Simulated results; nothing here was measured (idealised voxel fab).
The process module presented herein is designated voxel ribs on slabs.
225 nm wide, 5 nm square cells: that's cross-section cut.
Cross-section spec: square-cell grid; bands listed top down; each band is one or more rows. Heads up on the band format: heights come first, top then bottom, in nm. After that it's the materials left to right, each with its width in nm. A single material flagged "edge to edge" fills the whole band edge to edge, and "blank" means there's empty space there. Below 0: as-received wafer, all one material; heights counted from there. Lowest band: no bottom, goes on down, written "0 -> down". Top row gets the first number, bottom row gets the second, and each row in between changes by the same step: that is how a band width like "30->40" works. "no alterations made" -> step changed no cross-section cell. The entry "Cavities, closed" lists the empty spaces that cover at least 8 cells and have no open path to the top. Each is written as width x height at distance, where the distance is measured from the left edge and all three values are in nm. Note: text after step settings on the step line = simulator remark on that step. The line of a step may include "overlay nm". On a step with a mask, this value is how far to the right of its planned place the mask lay. A negative value means the mask lay to the left.

THE PROCESS STEPS THAT WERE PLANNED ARE LISTED BELOW
- 1: RECEIVE,material Si
- 2: DIRECTIONAL_DEP,material SiO2,thk nm 30
- 3: DIRECTIONAL_DEP,material SiN,thk nm 25
- 4: PATTERN,tone cover,mask id RIB,material resist,width nm 20,thk nm 20,overlay nm 0
- 5: DIRECTIONAL_ETCH,etch materials SiN,depth nm 10
- 6: STRIP,etch materials resist
- 7: MASKED_ETCH,tone cover,mask id SLAB,width nm 80,etch materials SiN,depth nm 15,overlay nm 0
- 8: FILL_DEP,material SiO2,thk nm 25
- 9: CMP,height nm 70
- 10: DIRECTIONAL_DEP,material TiN,thk nm 10
- 11: PATTERN,tone cover,mask id HEATER,material resist,width nm 30,thk nm 15,overlay nm 0
- 12: DIRECTIONAL_ETCH,etch materials TiN,depth nm 10
- 13: STRIP,etch materials resist
- 14: CONFORMAL_DEP,material SiO2,thk nm 5

INCOMING WAFER, CROSS-SECTIONAL VIEW, POST STEP 1
* 0 -> down: Si edge to edge
* Cavities, closed: none

FIRST OF TWO WAFERS: CROSS-SECTION AT END OF MODULE, RUN PER PLAN
* 85 -> 80: blank: 90  SiO2: 40  blank: 95
* 80 -> 75: blank: 90  SiO2: 5  TiN: 30  SiO2: 5  blank: 95
* 75 -> 70: SiO2: 95  TiN: 30  SiO2: 100
* 70 -> 55: SiO2 edge to edge
* 55 -> 45: SiO2: 100  SiN: 20  SiO2: 105
* 45 -> 30: SiO2: 70  SiN: 80  SiO2: 75
* 30 -> 0: SiO2 edge to edge
* 0 -> down: Si edge to edge
* Cavities, closed: none

SECOND WAFER THROUGH THE MODULE, SECTIONED AT THE END: SAME BEGINNING AND SAME PLAN AS THE FIRST WAFER, WITH ONE MISTAKE IN CARRYING IT OUT
* 85 -> 80: blank: 90  SiO2: 40  blank: 95
* 80 -> 75: blank: 90  SiO2: 5  TiN: 30  SiO2: 5  blank: 95
* 75 -> 70: SiO2: 95  TiN: 30  SiO2: 100
* 70 -> 55: SiO2 edge to edge
* 55 -> 45: SiO2: 95  SiN: 30  SiO2: 100
* 45 -> 30: SiO2: 70  SiN: 80  SiO2: 75
* 30 -> 0: SiO2 edge to edge
* 0 -> down: Si edge to edge
* Cavities, closed: none
What was done differently from what was planned? step 4 deviated from plan and actually ran as PATTERN,tone cover,mask id RIB,material resist,width nm 30,thk nm 20,overlay nm 0
Final tally in cells, some materials are higher or lower on the second wafer than on the first: +4 SiN, -4 SiO2
